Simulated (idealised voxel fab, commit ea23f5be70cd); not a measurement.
This section sets out a process module, namely voxel self aligned contacts.
275 nm wide, 5 nm square cells: that's cross-section cut.
Throughout this document, each cross-section is represented as a grid of square cells and is presented as a sequence of bands enumerated from the top downward, where a band comprises one or more rows of cells.
It is stipulated that each band's entry specify, in nanometres, the height of the top of the band and then that of its bottom, followed by the materials of the band in left-to-right sequence, each together with its width in nanometres. A single material marked by the word "full width" is understood to fill the band from edge to edge; the word "empty" is understood to denote empty space.
Heights are expressed relative to 0, this being the level below which the as-received wafer comprises one material exclusively. The lowest band is unbounded in the downward direction and is denoted as in "0..down".
Think of "30..40" as a width that walks from the first number to the second as you go down the band, top row to bottom row, taking equal-sized steps from row to row.
"nothing altered" (step): cross-section cells unchanged, all of them.
Closed-off voids of 8+ cells (no open route to the top) go in "Fully sealed cavities", written width x height at distance from the left edge, in nm.
Past the settings on a step's line: simulator remark, on that step.
Steps that use a mask can have "overlay nm" on their line. It says how far the mask sat to the right of where it was meant to be. Negative means to the left.

-- plan
1,RECEIVE, material Si
2,OXIDIZE, depth nm 5
3,DIRECTIONAL_DEP, material polySi, thk nm 30
4,DIRECTIONAL_DEP, material SiN, thk nm 20
5,PATTERN, tone cover, mask id GATE, material resist, width nm 35, pitch nm 70, thk nm 20, overlay nm 0
6,DIRECTIONAL_ETCH, etch materials SiN, depth nm 20
7,DIRECTIONAL_ETCH, etch materials polySi, depth nm 30
8,STRIP, etch materials resist
9,CONFORMAL_DEP, material SiN, thk nm 5
10,DIRECTIONAL_ETCH, etch materials SiN, depth nm 5
11,FILL_DEP, material SiO2, thk nm 15
12,CMP, height nm 50
13,PATTERN, tone open, mask id CONTACT, material resist, width nm 55, pitch nm 70, thk nm 20, overlay nm 0
14,DIRECTIONAL_ETCH, etch materials SiO2, depth nm 65
15,STRIP, etch materials resist
16,CONFORMAL_DEP, material TiN, thk nm 5
17,FILL_DEP, material W, thk nm 5
18,CMP, height nm 60
19,CONFORMAL_DEP, material SiN, thk nm 5
The wafers in this document start out alike and differ in the height nm applied at step 12; the plan shows the value used for the first wafer.

-- Received wafers, first of several: cross-section after step 1
- 0..down | Si full width
- Fully sealed cavities: none

-- The rows of the table below are wafers. Looking at the end of the module, a row counts, for every material, the cells the wafer has gained, shown as (+), or lost, shown as (-), since it was received; its closed voids come next
height nm 50; -55 Si; +199 SiN; +225 SiO2; +99 TiN; +121 W; +126 polySi; Fully sealed cavities: none
height nm 55; -55 Si; +199 SiN; +258 SiO2; +103 TiN; +84 W; +126 polySi; Fully sealed cavities: none
height nm 60; -55 Si; +199 SiN; +291 SiO2; +70 TiN; +84 W; +126 polySi; Fully sealed cavities: none
height nm 65; -55 Si; +199 SiN; +301 SiO2; +66 TiN; +78 W; +126 polySi; Fully sealed cavities: none
